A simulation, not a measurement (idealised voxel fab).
process module | voxel transistor to metal
cross-section cut | 265 nm wide | cells 5 nm
A cross-section is a grid of square cells, given in bands from the top down. A band is one or more rows of cells.
Each band's line starts with the height of the band's top and of its bottom, in nm. Then come its materials from left to right, each with its width in nm. One material with "throughout" fills the band from edge to edge. "air" is empty space.
Height 0 is the level under which the wafer as received is all one material. The lowest band goes on downwards, as in "0 down".
A width such as "30 to 40" changes by the same amount from each row of cells to the next, from the band's top row to its bottom row.
"no change" after a step means that no cell of the cross-section changed.
closed voids: empty space of 8 cells or more with no open way to the top, each as width x height at its distance from the left edge, in nm
after a step's settings: what the simulator itself notes on the step
overlay nm, on a step with a mask: how far to the right of its planned place the mask lay; to the left if negative
plan
1 op RECEIVE | material Si
2 op CONFORMAL_DEP | material SiO2 | thk nm 5
3 op CONFORMAL_DEP | material SiN | thk nm 15
4 op MASKED_ETCH | tone cover | mask id ACTIVE | width nm 100 | pitch nm 125 | etch materials SiN | depth nm 15 | overlay nm 0
5 op MASKED_ETCH | tone cover | mask id ACTIVE | width nm 90 | pitch nm 125 | etch materials SiO2 | depth nm 5 | overlay nm 0
6 op MASKED_ETCH | tone cover | mask id ACTIVE | width nm 100 | pitch nm 125 | etch materials Si | depth nm 35 | overlay nm 0
7 op OXIDIZE | depth nm 5
8 op FILL_DEP | material SiO2 | thk nm 5
9 op CMP | height nm 20
10 op SELECTIVE_ETCH | etch materials SiO2 | depth nm 15
11 op STRIP | etch materials SiN
12 op SELECTIVE_ETCH | etch materials SiO2 | depth nm 5
13 op OXIDIZE | depth nm 5
14 op DIRECTIONAL_DEP | material polySi | thk nm 20
15 op DIRECTIONAL_DEP | material SiCN | thk nm 15
16 op MASKED_ETCH | tone cover | mask id GATE | width nm 20 | pitch nm 125 | etch materials SiCN | depth nm 25 | overlay nm 0
17 op MASKED_ETCH | tone cover | mask id GATE | width nm 20 | pitch nm 125 | etch materials polySi | depth nm 30 | overlay nm 0
18 op CONFORMAL_DEP | material SiN | thk nm 10
19 op DIRECTIONAL_ETCH | etch materials SiN | depth nm 10
20 op DIRECTIONAL_ETCH | etch materials SiO2 | depth nm 5
21 op EPI | material pSi | thk nm 5
22 op FILL_DEP | material SiO2 | thk nm 5
23 op CMP | height nm 35
24 op DIRECTIONAL_DEP | material SiO2 | thk nm 15
25 op DIRECTIONAL_DEP | material aC | thk nm 10
26 op PATTERN | tone open | mask id CONTACT | material resist | width nm 30 | thk nm 25 | overlay nm 0
27 op DIRECTIONAL_ETCH | etch materials aC | depth nm 10
28 op STRIP | etch materials resist
29 op DIRECTIONAL_ETCH | etch materials SiO2 | depth nm 50
30 op STRIP | etch materials aC
31 op CONFORMAL_DEP | material TiN | thk nm 5
32 op FILL_DEP | material Ru | thk nm 10
33 op CMP | height nm 50
34 op DIRECTIONAL_DEP | material TiN | thk nm 5
35 op DIRECTIONAL_DEP | material Ru | thk nm 20
36 op PATTERN | tone cover | mask id METAL_1 | material resist | width nm 15 | thk nm 15 | overlay nm 0
37 op DIRECTIONAL_ETCH | etch materials Ru | depth nm 20
38 op DIRECTIONAL_ETCH | etch materials TiN | depth nm 5
39 op STRIP | etch materials resist
40 op FILL_DEP | material SiO2 | thk nm 5
41 op CMP | height nm 75
42 op CONFORMAL_DEP | material SiCN | thk nm 5
43 op DIRECTIONAL_DEP | material SiO2 | thk nm 35
44 op DIRECTIONAL_DEP | material aC | thk nm 15
45 op PATTERN | tone open | mask id METAL_2 | material resist | width nm 15 | pitch nm 125 | thk nm 30 | overlay nm 0
46 op DIRECTIONAL_ETCH | etch materials aC | depth nm 15
47 op STRIP | etch materials resist
48 op DIRECTIONAL_ETCH | etch materials SiO2 | depth nm 20
49 op STRIP | etch materials aC
50 op DIRECTIONAL_DEP | material aC | thk nm 10
51 op PATTERN | tone open | mask id METAL_2_HOLES | material resist | width nm 15 | pitch nm 125 | thk nm 25 | overlay nm 0
52 op DIRECTIONAL_ETCH | etch materials aC | depth nm 10
53 op STRIP | etch materials resist
54 op DIRECTIONAL_ETCH | etch materials SiO2 | depth nm 15
55 op DIRECTIONAL_ETCH | etch materials SiCN | depth nm 5
56 op STRIP | etch materials aC
57 op CONFORMAL_DEP | material TiN | thk nm 5
58 op FILL_DEP | material Cu | thk nm 10
59 op CMP | height nm 115
60 op CONFORMAL_DEP | material SiCN | thk nm 5
varied across the wafers: width nm of step 5. The plan shows the first wafer's value. All wafers start alike
first wafer as received, after step 1
  0 down: Si throughout
  closed voids: none
each wafer at the end: cells of each material gained (+) or lost (-) since it was received, then its closed voids
width nm 90 | +14 Cu | +164 Ru | -172 Si | +124 SiCN | +56 SiN | +888 SiO2 | +142 TiN | +24 pSi | +32 polySi | closed voids: none
width nm 95 | +14 Cu | +164 Ru | -172 Si | +124 SiCN | +56 SiN | +888 SiO2 | +142 TiN | +24 pSi | +32 polySi | closed voids: none
width nm 100 | +14 Cu | +164 Ru | -172 Si | +124 SiCN | +56 SiN | +888 SiO2 | +142 TiN | +24 pSi | +32 polySi | closed voids: none
width nm 105 | +14 Cu | +164 Ru | -158 Si | +124 SiCN | +56 SiN | +872 SiO2 | +142 TiN | +26 pSi | +32 polySi | closed voids: none
width nm 110 | +14 Cu | +164 Ru | -144 Si | +124 SiCN | +56 SiN | +856 SiO2 | +142 TiN | +28 pSi | +32 polySi | closed voids: none
